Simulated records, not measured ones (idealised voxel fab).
Process module under the name voxel capacitor over wiring
We display cut, a cross-section 190 nm in width whose square cells are each 5 nm.
Each cross-section below is a grid of square cells, stated as bands in top-down order, with one or more rows of cells making up each band. Per band: top height and bottom height in nm, followed by the left-to-right materials and their widths in nm; "full width" marks a single material spanning edge to edge, "empty" marks empty space. Heights from 0 (as-received wafer is one material below). Bottom band endless downward, as "0..down". Per-row width for "30->40": begins at first number (top row of band), ends at second number (bottom row), increment between rows held constant. Reading "nothing got changed" for a step: not a cell of the cross-section changed in it. The list in "Voids, fully enclosed" covers empty spaces of 8 cells or more that cannot reach the top through any open way, and it gives each as width x height at distance; the distance is from the left edge, and width, height and distance are in nm. It should be noted that, on the line of a given step, the content following the step's settings is a remark produced by the simulator itself with respect to that step. overlay nm: on a step with a mask, how far right of its planned place the mask lay; negative means left.
[Below is the list of planned process steps]
- 1: RECEIVE: material Si
- 2: CONFORMAL_DEP: material SiO2, thk nm 15
- 3: DIRECTIONAL_DEP: material TiN, thk nm 5
- 4: DIRECTIONAL_DEP: material Ru, thk nm 20
- 5: PATTERN: tone cover, mask id METAL_1, material resist, width nm 25, pitch nm 95, thk nm 20, overlay nm 0
- 6: DIRECTIONAL_ETCH: etch materials Ru, depth nm 20
- 7: DIRECTIONAL_ETCH: etch materials TiN, depth nm 5
- 8: STRIP: etch materials resist
- 9: CONFORMAL_DEP: material SiN, thk nm 5
- 10: FILL_DEP: material SiO2, thk nm 5
- 11: CMP: height nm 40
- 12: CONFORMAL_DEP: material SiCN, thk nm 5
- 13: DIRECTIONAL_DEP: material SiO2, thk nm 15
- 14: DIRECTIONAL_DEP: material aC, thk nm 15
- 15: PATTERN: tone open, mask id PLUG_1, material resist, width nm 15, thk nm 30, overlay nm 0
- 16: DIRECTIONAL_ETCH: etch materials aC, depth nm 15
- 17: STRIP: etch materials resist
- 18: DIRECTIONAL_ETCH: etch materials SiO2, depth nm 15
- 19: DIRECTIONAL_ETCH: etch materials SiCN, depth nm 5
- 20: STRIP: etch materials aC
- 21: CONFORMAL_DEP: material TiN, thk nm 5
- 22: FILL_DEP: material W, thk nm 5
- 23: CMP: height nm 60
- 24: DIRECTIONAL_DEP: material TiN, thk nm 10
- 25: DIRECTIONAL_DEP: material HfO2, thk nm 5
- 26: DIRECTIONAL_DEP: material TiN, thk nm 10
- 27: PATTERN: tone cover, mask id UPPER_PLATE, material resist, width nm 65, thk nm 15, overlay nm 0
- 28: DIRECTIONAL_ETCH: etch materials TiN, depth nm 10
- 29: DIRECTIONAL_ETCH: etch materials HfO2, depth nm 5
- 30: STRIP: etch materials resist
- 31: PATTERN: tone cover, mask id LOWER_PLATE, material resist, width nm 85, thk nm 15, overlay nm 0
- 32: DIRECTIONAL_ETCH: etch materials TiN, depth nm 10
- 33: STRIP: etch materials resist
- 34: FILL_DEP: material SiO2, thk nm 20
- 35: CMP: height nm 100
- 36: DIRECTIONAL_DEP: material aC, thk nm 15
- 37: PATTERN: tone open, mask id PLUG_2, material resist, width nm 15, thk nm 30, overlay nm 0
- 38: DIRECTIONAL_ETCH: etch materials aC, depth nm 15
- 39: STRIP: etch materials resist
- 40: DIRECTIONAL_ETCH: etch materials SiO2, depth nm 15
- 41: STRIP: etch materials aC
- 42: CONFORMAL_DEP: material TiN, thk nm 5
- 43: FILL_DEP: material Cu, thk nm 10
- 44: CMP: height nm 100
- 45: CONFORMAL_DEP: material SiCN, thk nm 5
Wafer-to-wafer difference: width nm, step 27. Common start. Plan = first wafer's value.
[This is how the first of several wafers looked in cross-section when it arrived, which is after step 1]
    0..down | Si full width
    Voids, fully enclosed: none
[Cross-section, first of several wafers, end of module, after last step 45]
    105..100 | SiCN full width
    100..90 | SiO2 55; TiN 5; Cu 5; TiN 5; SiO2 120
    90..85 | SiO2 55; TiN 15; SiO2 120
    85..75 | SiO2 50; TiN 65; SiO2 75
    75..70 | SiO2 50; HfO2 65; SiO2 75
    70..60 | SiO2 40; TiN 85; SiO2 65
    60..45 | SiO2 45; TiN 5; W 5; TiN 5; SiO2 130
    45..40 | SiCN 45; TiN 15; SiCN 130
    40..20 | SiO2 30; SiN 5; Ru 25; SiN 5; SiO2 60; SiN 5; Ru 25; SiN 5; SiO2 30
    20..15 | SiN 35; TiN 25; SiN 70; TiN 25; SiN 35
    15..0 | SiO2 full width
    0..down | Si full width
    Voids, fully enclosed: none
[X-section, last wafer, module end]
    105..100 | SiCN full width
    100..90 | SiO2 55; TiN 5; Cu 5; TiN 5; SiO2 120
    90..85 | SiO2 55; TiN 15; SiO2 120
    85..75 | SiO2 40; TiN 85; SiO2 65
    75..70 | SiO2 40; HfO2 90; SiO2 60
    70..60 | SiO2 40; TiN 90; SiO2 60
    60..45 | SiO2 45; TiN 5; W 5; TiN 5; SiO2 130
    45..40 | SiCN 45; TiN 15; SiCN 130
    40..20 | SiO2 30; SiN 5; Ru 25; SiN 5; SiO2 60; SiN 5; Ru 25; SiN 5; SiO2 30
    20..15 | SiN 35; TiN 25; SiN 70; TiN 25; SiN 35
    15..0 | SiO2 full width
    0..down | Si full width
    Voids, fully enclosed: none
[What follows is a table in which each wafer occupies a row; for the wafer as it stands at the close of the module, the row states, material by material, how many cells have been gained (+) or lost (-) since receipt, and then gives its closed voids]
width nm 65 | +2 Cu | +13 HfO2 | +40 Ru | +73 SiCN | +44 SiN | +537 SiO2 | +86 TiN | +3 W | Voids, fully enclosed: none
width nm 70 | +2 Cu | +14 HfO2 | +40 Ru | +73 SiCN | +44 SiN | +534 SiO2 | +88 TiN | +3 W | Voids, fully enclosed: none
width nm 75 | +2 Cu | +15 HfO2 | +40 Ru | +73 SiCN | +44 SiN | +531 SiO2 | +90 TiN | +3 W | Voids, fully enclosed: none
width nm 80 | +2 Cu | +16 HfO2 | +40 Ru | +73 SiCN | +44 SiN | +528 SiO2 | +92 TiN | +3 W | Voids, fully enclosed: none
width nm 85 | +2 Cu | +17 HfO2 | +40 Ru | +73 SiCN | +44 SiN | +525 SiO2 | +94 TiN | +3 W | Voids, fully enclosed: none
width nm 90 | +2 Cu | +18 HfO2 | +40 Ru | +73 SiCN | +44 SiN | +522 SiO2 | +96 TiN | +3 W | Voids, fully enclosed: none
